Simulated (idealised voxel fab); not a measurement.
Process module heading - voxel self aligned vias
This is section cut - it's 285 nm across, gridded in 5 nm square cells.
Cross-section = grid of square cells, listed top down in bands; band = one or more rows. This entry defines a band. It first specifies the height of the band's top and the height of its bottom in nm, and then specifies the band's materials from left to right, stating each material with its width in nm. The word "throughout" identifies a single material that fills the band from edge to edge, while the word "air" identifies empty space. Beneath 0, the wafer as received is one material, and that level is where height counting begins. The lowest band goes on downward without a bottom; it is written like "z 0 and below". Think of "30->40" as a width that walks from the first number to the second as you go down the band, top row to bottom row, taking equal-sized steps from row to row. Reading "no modification" for a step: not a cell of the cross-section changed in it. Closed-off voids of 8+ cells (no open route to the top) go in "Enclosed internal cavities", written width x height at distance from the left edge, in nm. Anything after a step's settings on that line? It's the simulator's own note about the step. For masked steps, "overlay nm" on the step line gives how far right of plan the mask actually lay; a minus sign means it lay to the left. Structure of the following material. The material consists of pairs of cross-sections. Each pair comprises the cross-section before one process step and the cross-section after that step, the latter shown only down to the lowest band that changed. The step between the cross-sections is specified beneath each pair, including its settings. Pairs are not necessarily consecutive: they may derive from different runs of this module performed on the same starting wafer. Continuity with the pair above is to be assumed only where the entry headed "State on entry" of the pair in question states it.
STATE ON ENTRY
	z 80 to 65: 85 of resist, then 40 of air, then 30 of resist, then 40 of air, then 90 of resist
	z 65 to 45: 85 of lowk, then 40 of air, then 30 of lowk, then 40 of air, then 90 of lowk
	z 45 to 40: 85 of lowk, then 5 of air, then 30 of SiN, then 5 of air, then 30 of lowk, then 5 of air, then 30 of SiN, then 5 of air, then 90 of lowk
	z 40 to 35: 85 of lowk, then 5 of air, then 5 of TiN, then 20 of Ru, then 5 of TiN, then 5 of air, then 30 of lowk, then 5 of air, then 5 of TiN, then 20 of Ru, then 5 of TiN, then 5 of air, then 90 of lowk
	z 35 to 25: 90 of lowk, then 5 of TiN, then 20 of Ru, then 5 of TiN, then 40 of lowk, then 5 of TiN, then 20 of Ru, then 5 of TiN, then 95 of lowk
	z 25 to 20: 90 of lowk, then 30 of TiN, then 40 of lowk, then 30 of TiN, then 95 of lowk
	z 20 to 15: SiCN throughout
	z 15 to 0: SiO2 throughout
	z 0 and below: Si throughout
	Enclosed internal cavities: none
RESULT OF STEP
	z 80 to 65: 85 of resist, then 40 of air, then 30 of resist, then 40 of air, then 90 of resist
	z 65 to 40: 85 of lowk, then 40 of air, then 30 of lowk, then 40 of air, then 90 of lowk
	Nothing below the height 40 has changed.
	Enclosed internal cavities: none
In between the cross-sections above, the run called for DIRECTIONAL_ETCH [etch materials SiN] [depth nm 5]
State on entry: carried over from the after image of the pair right above.
RESULT OF STEP
	z 65 to 40: 85 of lowk, then 40 of air, then 30 of lowk, then 40 of air, then 90 of lowk
	Nothing below the height 40 has changed.
	Enclosed internal cavities: none
In between the cross-sections above, the run called for STRIP [etch materials resist]
State on entry: carried over from the after image of the pair right above.
RESULT OF STEP
	z 70 to 65: 90 of TiN, then 30 of air, then 40 of TiN, then 30 of air, then 95 of TiN
	z 65 to 45: 85 of lowk, then 5 of TiN, then 30 of air, then 5 of TiN, then 30 of lowk, then 5 of TiN, then 30 of air, then 5 of TiN, then 90 of lowk
	z 45 to 40: 85 of lowk, then 40 of TiN, then 30 of lowk, then 40 of TiN, then 90 of lowk
	z 40 to 35: 85 of lowk, then 10 of TiN, then 20 of Ru, then 10 of TiN, then 30 of lowk, then 10 of TiN, then 20 of Ru, then 10 of TiN, then 90 of lowk
	Nothing below the height 35 has changed.
	Enclosed internal cavities: none
In between the cross-sections above, the run called for CONFORMAL_DEP [material TiN] [thk nm 5]
State on entry: carried over from the after image of the pair right above.
RESULT OF STEP
	z 80 to 70: Cu throughout
	z 70 to 65: 90 of TiN, then 30 of Cu, then 40 of TiN, then 30 of Cu, then 95 of TiN
	z 65 to 45: 85 of lowk, then 5 of TiN, then 30 of Cu, then 5 of TiN, then 30 of lowk, then 5 of TiN, then 30 of Cu, then 5 of TiN, then 90 of lowk
	Nothing below the height 45 has changed.
	Enclosed internal cavities: none
In between the cross-sections above, the run called for FILL_DEP [material Cu] [thk nm 10]
State on entry: carried over from the after image of the pair right above.
RESULT OF STEP
	z 65 to 45: 85 of lowk, then 5 of TiN, then 30 of Cu, then 5 of TiN, then 30 of lowk, then 5 of TiN, then 30 of Cu, then 5 of TiN, then 90 of lowk
	Nothing below the height 45 has changed.
	Enclosed internal cavities: none
In between the cross-sections above, the run called for CMP [height nm 65]
State on entry: carried over from the after image of the pair right above.
RESULT OF STEP
	z 70 to 65: SiN throughout
	Nothing below the height 65 has changed.
	Enclosed internal cavities: none
In between the cross-sections above, the run called for CONFORMAL_DEP [material SiN] [thk nm 5]
STATE ON ENTRY
	z 65 to 45: lowk throughout
	z 45 to 40: 90 of lowk, then 30 of SiN, then 40 of lowk, then 30 of SiN, then 95 of lowk
	z 40 to 25: 90 of lowk, then 5 of TiN, then 20 of Ru, then 5 of TiN, then 40 of lowk, then 5 of TiN, then 20 of Ru, then 5 of TiN, then 95 of lowk
	z 25 to 20: 90 of lowk, then 30 of TiN, then 40 of lowk, then 30 of TiN, then 95 of lowk
	z 20 to 15: SiCN throughout
	z 15 to 0: SiO2 throughout
	z 0 and below: Si throughout
	Enclosed internal cavities: none
RESULT OF STEP
	z 80 to 65: 90 of resist, then 35 of air, then 35 of resist, then 35 of air, then 90 of resist
	Nothing below the height 65 has changed.
	Enclosed internal cavities: none
In between the cross-sections above, the run called for PATTERN [tone open] [mask id VIAS] [material resist] [width nm 35] [pitch nm 70] [thk nm 15] [overlay nm 0]
State on entry: carried over from the after image of the pair right above.
RESULT OF STEP
	z 80 to 65: 90 of resist, then 35 of air, then 35 of resist, then 35 of air, then 90 of resist
	z 65 to 45: 90 of lowk, then 35 of air, then 35 of lowk, then 35 of air, then 90 of lowk
	Nothing below the height 45 has changed.
	Enclosed internal cavities: none
In between the cross-sections above, the run called for DIRECTIONAL_ETCH [etch materials lowk] [depth nm 20]
State on entry: carried over from the after image of the pair right above.
RESULT OF STEP
	z 80 to 65: 90 of resist, then 35 of air, then 35 of resist, then 35 of air, then 90 of resist
	z 65 to 45: 90 of lowk, then 35 of air, then 35 of lowk, then 35 of air, then 90 of lowk
	z 45 to 40: 90 of lowk, then 30 of air, then 40 of lowk, then 30 of air, then 95 of lowk
	Nothing below the height 40 has changed.
	Enclosed internal cavities: none
In between the cross-sections above, the run called for DIRECTIONAL_ETCH [etch materials SiN] [depth nm 5]
State on entry: carried over from the after image of the pair right above.
RESULT OF STEP
	z 65 to 45: 90 of lowk, then 35 of air, then 35 of lowk, then 35 of air, then 90 of lowk
	Nothing below the height 45 has changed.
	Enclosed internal cavities: none
In between the cross-sections above, the run called for STRIP [etch materials resist]
State on entry: carried over from the after image of the pair right above.
RESULT OF STEP
	z 70 to 65: 95 of TiN, then 25 of air, then 45 of TiN, then 25 of air, then 95 of TiN
	z 65 to 50: 90 of lowk, then 5 of TiN, then 25 of air, then 5 of TiN, then 35 of lowk, then 5 of TiN, then 25 of air, then 5 of TiN, then 90 of lowk
	z 50 to 45: 90 of lowk, then 5 of TiN, then 20 of air, then 10 of TiN, then 35 of lowk, then 5 of TiN, then 20 of air, then 10 of TiN, then 90 of lowk
	z 45 to 40: 90 of lowk, then 30 of TiN, then 40 of lowk, then 30 of TiN, then 95 of lowk
	Nothing below the height 40 has changed.
	Enclosed internal cavities: none
In between the cross-sections above, the run called for CONFORMAL_DEP [material TiN] [thk nm 5]
State on entry: carried over from the after image of the pair right above.
RESULT OF STEP
	z 80 to 70: Cu throughout
	z 70 to 65: 95 of TiN, then 25 of Cu, then 45 of TiN, then 25 of Cu, then 95 of TiN
	z 65 to 50: 90 of lowk, then 5 of TiN, then 25 of Cu, then 5 of TiN, then 35 of lowk, then 5 of TiN, then 25 of Cu, then 5 of TiN, then 90 of lowk
	z 50 to 45: 90 of lowk, then 5 of TiN, then 20 of Cu, then 10 of TiN, then 35 of lowk, then 5 of TiN, then 20 of Cu, then 10 of TiN, then 90 of lowk
	Nothing below the height 45 has changed.
	Enclosed internal cavities: none
In between the cross-sections above, the run called for FILL_DEP [material Cu] [thk nm 10]
State on entry: carried over from the after image of the pair right above.
RESULT OF STEP
	z 65 to 50: 90 of lowk, then 5 of TiN, then 25 of Cu, then 5 of TiN, then 35 of lowk, then 5 of TiN, then 25 of Cu, then 5 of TiN, then 90 of lowk
	Nothing below the height 50 has changed.
	Enclosed internal cavities: none
In between the cross-sections above, the run called for CMP [height nm 65]
State on entry: carried over from the after image of the pair right above.
RESULT OF STEP
	z 70 to 65: SiN throughout
	Nothing below the height 65 has changed.
	Enclosed internal cavities: none
In between the cross-sections above, the run called for CONFORMAL_DEP [material SiN] [thk nm 5]
STATE ON ENTRY
	z 45 to 20: lowk throughout
	z 20 to 15: SiCN throughout
	z 15 to 0: SiO2 throughout
	z 0 and below: Si throughout
	Enclosed internal cavities: none
RESULT OF STEP
	z 65 to 45: 85 of resist, then 30 of air, then 40 of resist, then 30 of air, then 100 of resist
	Nothing below the height 45 has changed.
	Enclosed internal cavities: none
In between the cross-sections above, the run called for PATTERN [tone open] [mask id LINES] [material resist] [width nm 30] [pitch nm 70] [thk nm 20] [overlay nm -5]
State on entry: carried over from the after image of the pair right above.
RESULT OF STEP
	z 65 to 45: 85 of resist, then 30 of air, then 40 of resist, then 30 of air, then 100 of resist
	z 45 to 20: 85 of lowk, then 30 of air, then 40 of lowk, then 30 of air, then 100 of lowk
	Nothing below the height 20 has changed.
	Enclosed internal cavities: none
In between the cross-sections above, the run called for DIRECTIONAL_ETCH [etch materials lowk] [depth nm 25]
State on entry: carried over from the after image of the pair right above.
RESULT OF STEP
	z 45 to 20: 85 of lowk, then 30 of air, then 40 of lowk, then 30 of air, then 100 of lowk
	Nothing below the height 20 has changed.
	Enclosed internal cavities: none
In between the cross-sections above, the run called for STRIP [etch materials resist]
State on entry: carried over from the after image of the pair right above.
RESULT OF STEP
	z 50 to 45: 90 of TiN, then 20 of air, then 50 of TiN, then 20 of air, then 105 of TiN
	z 45 to 25: 85 of lowk, then 5 of TiN, then 20 of air, then 5 of TiN, then 40 of lowk, then 5 of TiN, then 20 of air, then 5 of TiN, then 100 of lowk
	z 25 to 20: 85 of lowk, then 30 of TiN, then 40 of lowk, then 30 of TiN, then 100 of lowk
	Nothing below the height 20 has changed.
	Enclosed internal cavities: none
In between the cross-sections above, the run called for CONFORMAL_DEP [material TiN] [thk nm 5]
State on entry: carried over from the after image of the pair right above.
RESULT OF STEP
	z 60 to 50: Ru throughout
	z 50 to 45: 90 of TiN, then 20 of Ru, then 50 of TiN, then 20 of Ru, then 105 of TiN
	z 45 to 25: 85 of lowk, then 5 of TiN, then 20 of Ru, then 5 of TiN, then 40 of lowk, then 5 of TiN, then 20 of Ru, then 5 of TiN, then 100 of lowk
	Nothing below the height 25 has changed.
	Enclosed internal cavities: none
In between the cross-sections above, the run called for FILL_DEP [material Ru] [thk nm 10]
State on entry: carried over from the after image of the pair right above.
RESULT OF STEP
	z 45 to 25: 85 of lowk, then 5 of TiN, then 20 of Ru, then 5 of TiN, then 40 of lowk, then 5 of TiN, then 20 of Ru, then 5 of TiN, then 100 of lowk
	Nothing below the height 25 has changed.
	Enclosed internal cavities: none
In between the cross-sections above, the run called for CMP [height nm 45]
State on entry: carried over from the after image of the pair right above.
RESULT OF STEP
	z 45 to 40: 85 of lowk, then 30 of air, then 40 of lowk, then 30 of air, then 100 of lowk
	Nothing below the height 40 has changed.
	Enclosed internal cavities: none
In between the cross-sections above, the run called for SELECTIVE_ETCH [etch materials W Ru TiN] [depth nm 5]
State on entry: carried over from the after image of the pair right above.
RESULT OF STEP
	z 55 to 45: SiN throughout
	z 45 to 40: 85 of lowk, then 30 of SiN, then 40 of lowk, then 30 of SiN, then 100 of lowk
	Nothing below the height 40 has changed.
	Enclosed internal cavities: none
In between the cross-sections above, the run called for FILL_DEP [material SiN] [thk nm 10]
State on entry: carried over from the after image of the pair right above.
RESULT OF STEP
	z 45 to 40: 85 of lowk, then 30 of SiN, then 40 of lowk, then 30 of SiN, then 100 of lowk
	Nothing below the height 40 has changed.
	Enclosed internal cavities: none
In between the cross-sections above, the run called for CMP [height nm 45]
State on entry: carried over from the after image of the pair right above.
RESULT OF STEP
	z 65 to 45: lowk throughout
	Nothing below the height 45 has changed.
	Enclosed internal cavities: none
In between the cross-sections above, the run called for DIRECTIONAL_DEP [material lowk] [thk nm 20]
State on entry: carried over from the after image of the pair right above.
RESULT OF STEP
	z 80 to 65: 85 of resist, then 40 of air, then 30 of resist, then 40 of air, then 90 of resist
	Nothing below the height 65 has changed.
	Enclosed internal cavities: none
In between the cross-sections above, the run called for PATTERN [tone open] [mask id VIAS] [material resist] [width nm 40] [pitch nm 70] [thk nm 15] [overlay nm 0]
State on entry: carried over from the after image of the pair right above.
RESULT OF STEP
	z 80 to 65: 85 of resist, then 40 of air, then 30 of resist, then 40 of air, then 90 of resist
	z 65 to 45: 85 of lowk, then 40 of air, then 30 of lowk, then 40 of air, then 90 of lowk
	Nothing below the height 45 has changed.
	Enclosed internal cavities: none
In between the cross-sections above, the run called for DIRECTIONAL_ETCH [etch materials lowk] [depth nm 20]
State on entry: carried over from the after image of the pair right above.
RESULT OF STEP
	z 80 to 65: 85 of resist, then 40 of air, then 30 of resist, then 40 of air, then 90 of resist
	z 65 to 45: 85 of lowk, then 40 of air, then 30 of lowk, then 40 of air, then 90 of lowk
	z 45 to 40: 85 of lowk, then 30 of air, then 40 of lowk, then 30 of air, then 100 of lowk
	Nothing below the height 40 has changed.
	Enclosed internal cavities: none
In between the cross-sections above, the run called for DIRECTIONAL_ETCH [etch materials SiN] [depth nm 5]
State on entry: carried over from the after image of the pair right above.
RESULT OF STEP
	z 65 to 45: 85 of lowk, then 40 of air, then 30 of lowk, then 40 of air, then 90 of lowk
	Nothing below the height 45 has changed.
	Enclosed internal cavities: none
In between the cross-sections above, the run called for STRIP [etch materials resist]
State on entry: carried over from the after image of the pair right above.
RESULT OF STEP
	z 70 to 65: 90 of TiN, then 30 of air, then 40 of TiN, then 30 of air, then 95 of TiN
	z 65 to 50: 85 of lowk, then 5 of TiN, then 30 of air, then 5 of TiN, then 30 of lowk, then 5 of TiN, then 30 of air, then 5 of TiN, then 90 of lowk
	z 50 to 45: 85 of lowk, then 5 of TiN, then 20 of air, then 15 of TiN, then 30 of lowk, then 5 of TiN, then 20 of air, then 15 of TiN, then 90 of lowk
	z 45 to 40: 85 of lowk, then 30 of TiN, then 40 of lowk, then 30 of TiN, then 100 of lowk
	Nothing below the height 40 has changed.
	Enclosed internal cavities: none
In between the cross-sections above, the run called for CONFORMAL_DEP [material TiN] [thk nm 5]
State on entry: carried over from the after image of the pair right above.
RESULT OF STEP
	z 80 to 70: Cu throughout
	z 70 to 65: 90 of TiN, then 30 of Cu, then 40 of TiN, then 30 of Cu, then 95 of TiN
	z 65 to 50: 85 of lowk, then 5 of TiN, then 30 of Cu, then 5 of TiN, then 30 of lowk, then 5 of TiN, then 30 of Cu, then 5 of TiN, then 90 of lowk
	z 50 to 45: 85 of lowk, then 5 of TiN, then 20 of Cu, then 15 of TiN, then 30 of lowk, then 5 of TiN, then 20 of Cu, then 15 of TiN, then 90 of lowk
	Nothing below the height 45 has changed.
	Enclosed internal cavities: none
In between the cross-sections above, the run called for FILL_DEP [material Cu] [thk nm 10]
State on entry: carried over from the after image of the pair right above.
RESULT OF STEP
	z 65 to 50: 85 of lowk, then 5 of TiN, then 30 of Cu, then 5 of TiN, then 30 of lowk, then 5 of TiN, then 30 of Cu, then 5 of TiN, then 90 of lowk
	Nothing below the height 50 has changed.
	Enclosed internal cavities: none
In between the cross-sections above, the run called for CMP [height nm 65]
State on entry: carried over from the after image of the pair right above.
RESULT OF STEP
	z 70 to 65: SiN throughout
	Nothing below the height 65 has changed.
	Enclosed internal cavities: none
In between the cross-sections above, the run called for CONFORMAL_DEP [material SiN] [thk nm 5]
STATE ON ENTRY
	z 45 to 40: 90 of lowk, then 30 of SiN, then 40 of lowk, then 30 of SiN, then 95 of lowk
	z 40 to 25: 90 of lowk, then 5 of TiN, then 20 of Ru, then 5 of TiN, then 40 of lowk, then 5 of TiN, then 20 of Ru, then 5 of TiN, then 95 of lowk
	z 25 to 20: 90 of lowk, then 30 of TiN, then 40 of lowk, then 30 of TiN, then 95 of lowk
	z 20 to 15: SiCN throughout
	z 15 to 0: SiO2 throughout
	z 0 and below: Si throughout
	Enclosed internal cavities: none
RESULT OF STEP
	z 65 to 45: W throughout
	Nothing below the height 45 has changed.
	Enclosed internal cavities: none
In between the cross-sections above, the run called for DIRECTIONAL_DEP [material W] [thk nm 20]
State on entry: carried over from the after image of the pair right above.
RESULT OF STEP
	z 80 to 65: 85 of resist, then 40 of air, then 30 of resist, then 40 of air, then 90 of resist
	Nothing below the height 65 has changed.
	Enclosed internal cavities: none
In between the cross-sections above, the run called for PATTERN [tone open] [mask id VIAS] [material resist] [width nm 40] [pitch nm 70] [thk nm 15] [overlay nm 0]
State on entry: carried over from the after image of the pair right above.
RESULT OF STEP
	z 65 to 45: W throughout
	Nothing below the height 45 has changed.
	Enclosed internal cavities: none
In between the cross-sections above, the run called for STRIP [etch materials resist]
State on entry: carried over from the after image of the pair right above.
RESULT OF STEP
	z 70 to 65: TiN throughout
	Nothing below the height 65 has changed.
	Enclosed internal cavities: none
In between the cross-sections above, the run called for CONFORMAL_DEP [material TiN] [thk nm 5]
State on entry: carried over from the after image of the pair right above.
RESULT OF STEP
	z 80 to 70: Cu throughout
	Nothing below the height 70 has changed.
	Enclosed internal cavities: none
In between the cross-sections above, the run called for FILL_DEP [material Cu] [thk nm 10]
State on entry: carried over from the after image of the pair right above.
RESULT OF STEP
	z 65 to 45: W throughout
	Nothing below the height 45 has changed.
	Enclosed internal cavities: none
In between the cross-sections above, the run called for CMP [height nm 65]
State on entry: carried over from the after image of the pair right above.
RESULT OF STEP
	z 70 to 65: SiN throughout
	Nothing below the height 65 has changed.
	Enclosed internal cavities: none
In between the cross-sections above, the run called for CONFORMAL_DEP [material SiN] [thk nm 5]
STATE ON ENTRY
	z 45 to 20: lowk throughout
	z 20 to 15: SiCN throughout
	z 15 to 0: SiO2 throughout
	z 0 and below: Si throughout
	Enclosed internal cavities: none
RESULT OF STEP
	z 65 to 45: 90 of air, then 30 of resist, then 40 of air, then 30 of resist, then 95 of air
	Nothing below the height 45 has changed.
	Enclosed internal cavities: none
In between the cross-sections above, the run called for PATTERN [tone cover] [mask id LINES] [material resist] [width nm 30] [pitch nm 70] [thk nm 20] [overlay nm 0]
State on entry: carried over from the after image of the pair right above.
RESULT OF STEP
	z 65 to 45: 90 of air, then 30 of resist, then 40 of air, then 30 of resist, then 95 of air
	z 45 to 20: 90 of air, then 30 of lowk, then 40 of air, then 30 of lowk, then 95 of air
	Nothing below the height 20 has changed.
	Enclosed internal cavities: none
In between the cross-sections above, the run called for DIRECTIONAL_ETCH [etch materials lowk] [depth nm 25]
State on entry: carried over from the after image of the pair right above.
RESULT OF STEP
	z 45 to 20: 90 of air, then 30 of lowk, then 40 of air, then 30 of lowk, then 95 of air
	Nothing below the height 20 has changed.
	Enclosed internal cavities: none
In between the cross-sections above, the run called for STRIP [etch materials resist]
State on entry: carried over from the after image of the pair right above.
RESULT OF STEP
	z 50 to 45: 85 of air, then 40 of TiN, then 30 of air, then 40 of TiN, then 90 of air
	z 45 to 25: 85 of air, then 5 of TiN, then 30 of lowk, then 5 of TiN, then 30 of air, then 5 of TiN, then 30 of lowk, then 5 of TiN, then 90 of air
	z 25 to 20: 90 of TiN, then 30 of lowk, then 40 of TiN, then 30 of lowk, then 95 of TiN
	Nothing below the height 20 has changed.
	Enclosed internal cavities: none
In between the cross-sections above, the run called for CONFORMAL_DEP [material TiN] [thk nm 5]
State on entry: carried over from the after image of the pair right above.
RESULT OF STEP
	z 60 to 50: Ru throughout
	z 50 to 45: 85 of Ru, then 40 of TiN, then 30 of Ru, then 40 of TiN, then 90 of Ru
	z 45 to 25: 85 of Ru, then 5 of TiN, then 30 of lowk, then 5 of TiN, then 30 of Ru, then 5 of TiN, then 30 of lowk, then 5 of TiN, then 90 of Ru
	Nothing below the height 25 has changed.
	Enclosed internal cavities: none
In between the cross-sections above, the run called for FILL_DEP [material Ru] [thk nm 10]
State on entry: carried over from the after image of the pair right above.
RESULT OF STEP
	z 45 to 25: 85 of Ru, then 5 of TiN, then 30 of lowk, then 5 of TiN, then 30 of Ru, then 5 of TiN, then 30 of lowk, then 5 of TiN, then 90 of Ru
	Nothing below the height 25 has changed.
	Enclosed internal cavities: none
In between the cross-sections above, the run called for CMP [height nm 45]
State on entry: carried over from the after image of the pair right above.
RESULT OF STEP
	z 45 to 40: 90 of air, then 30 of lowk, then 40 of air, then 30 of lowk, then 95 of air
	Nothing below the height 40 has changed.
	Enclosed internal cavities: none
In between the cross-sections above, the run called for SELECTIVE_ETCH [etch materials W Ru TiN] [depth nm 5]
State on entry: carried over from the after image of the pair right above.
RESULT OF STEP
	z 55 to 45: SiN throughout
	z 45 to 40: 90 of SiN, then 30 of lowk, then 40 of SiN, then 30 of lowk, then 95 of SiN
	Nothing below the height 40 has changed.
	Enclosed internal cavities: none
In between the cross-sections above, the run called for FILL_DEP [material SiN] [thk nm 10]
State on entry: carried over from the after image of the pair right above.
RESULT OF STEP
	z 45 to 40: 90 of SiN, then 30 of lowk, then 40 of SiN, then 30 of lowk, then 95 of SiN
	Nothing below the height 40 has changed.
	Enclosed internal cavities: none
In between the cross-sections above, the run called for CMP [height nm 45]
State on entry: carried over from the after image of the pair right above.
RESULT OF STEP
	z 65 to 45: lowk throughout
	Nothing below the height 45 has changed.
	Enclosed internal cavities: none
In between the cross-sections above, the run called for DIRECTIONAL_DEP [material lowk] [thk nm 20]
State on entry: carried over from the after image of the pair right above.
RESULT OF STEP
	z 80 to 65: 85 of resist, then 40 of air, then 30 of resist, then 40 of air, then 90 of resist
	Nothing below the height 65 has changed.
	Enclosed internal cavities: none
In between the cross-sections above, the run called for PATTERN [tone open] [mask id VIAS] [material resist] [width nm 40] [pitch nm 70] [thk nm 15] [overlay nm 0]
State on entry: carried over from the after image of the pair right above.
RESULT OF STEP
	z 80 to 65: 85 of resist, then 40 of air, then 30 of resist, then 40 of air, then 90 of resist
	z 65 to 45: 85 of lowk, then 40 of air, then 30 of lowk, then 40 of air, then 90 of lowk
	Nothing below the height 45 has changed.
	Enclosed internal cavities: none
In between the cross-sections above, the run called for DIRECTIONAL_ETCH [etch materials lowk] [depth nm 20]
State on entry: carried over from the after image of the pair right above.
RESULT OF STEP
	z 80 to 65: 85 of resist, then 40 of air, then 30 of resist, then 40 of air, then 90 of resist
	z 65 to 45: 85 of lowk, then 40 of air, then 30 of lowk, then 40 of air, then 90 of lowk
	z 45 to 40: 85 of SiN, then 5 of air, then 30 of lowk, then 5 of air, then 30 of SiN, then 5 of air, then 30 of lowk, then 5 of air, then 90 of SiN
	Nothing below the height 40 has changed.
	Enclosed internal cavities: none
In between the cross-sections above, the run called for DIRECTIONAL_ETCH [etch materials SiN] [depth nm 5]
State on entry: carried over from the after image of the pair right above.
RESULT OF STEP
	z 65 to 45: 85 of lowk, then 40 of air, then 30 of lowk, then 40 of air, then 90 of lowk
	Nothing below the height 45 has changed.
	Enclosed internal cavities: none
In between the cross-sections above, the run called for STRIP [etch materials resist]
State on entry: carried over from the after image of the pair right above.
RESULT OF STEP
	z 70 to 65: 90 of TiN, then 30 of air, then 40 of TiN, then 30 of air, then 95 of TiN
	z 65 to 50: 85 of lowk, then 5 of TiN, then 30 of air, then 5 of TiN, then 30 of lowk, then 5 of TiN, then 30 of air, then 5 of TiN, then 90 of lowk
	z 50 to 45: 85 of lowk, then 40 of TiN, then 30 of lowk, then 40 of TiN, then 90 of lowk
	z 45 to 40: 85 of SiN, then 5 of TiN, then 30 of lowk, then 5 of TiN, then 30 of SiN, then 5 of TiN, then 30 of lowk, then 5 of TiN, then 90 of SiN
	Nothing below the height 40 has changed.
	Enclosed internal cavities: none
In between the cross-sections above, the run called for CONFORMAL_DEP [material TiN] [thk nm 5]
State on entry: carried over from the after image of the pair right above.
RESULT OF STEP
	z 80 to 70: Cu throughout
	z 70 to 65: 90 of TiN, then 30 of Cu, then 40 of TiN, then 30 of Cu, then 95 of TiN
	z 65 to 50: 85 of lowk, then 5 of TiN, then 30 of Cu, then 5 of TiN, then 30 of lowk, then 5 of TiN, then 30 of Cu, then 5 of TiN, then 90 of lowk
	Nothing below the height 50 has changed.
	Enclosed internal cavities: none
In between the cross-sections above, the run called for FILL_DEP [material Cu] [thk nm 10]
State on entry: carried over from the after image of the pair right above.
RESULT OF STEP
	z 65 to 50: 85 of lowk, then 5 of TiN, then 30 of Cu, then 5 of TiN, then 30 of lowk, then 5 of TiN, then 30 of Cu, then 5 of TiN, then 90 of lowk
	Nothing below the height 50 has changed.
	Enclosed internal cavities: none
In between the cross-sections above, the run called for CMP [height nm 65]
State on entry: carried over from the after image of the pair right above.
RESULT OF STEP
	z 70 to 65: SiN throughout
	Nothing below the height 65 has changed.
	Enclosed internal cavities: none
In between the cross-sections above, the run called for CONFORMAL_DEP [material SiN] [thk nm 5]
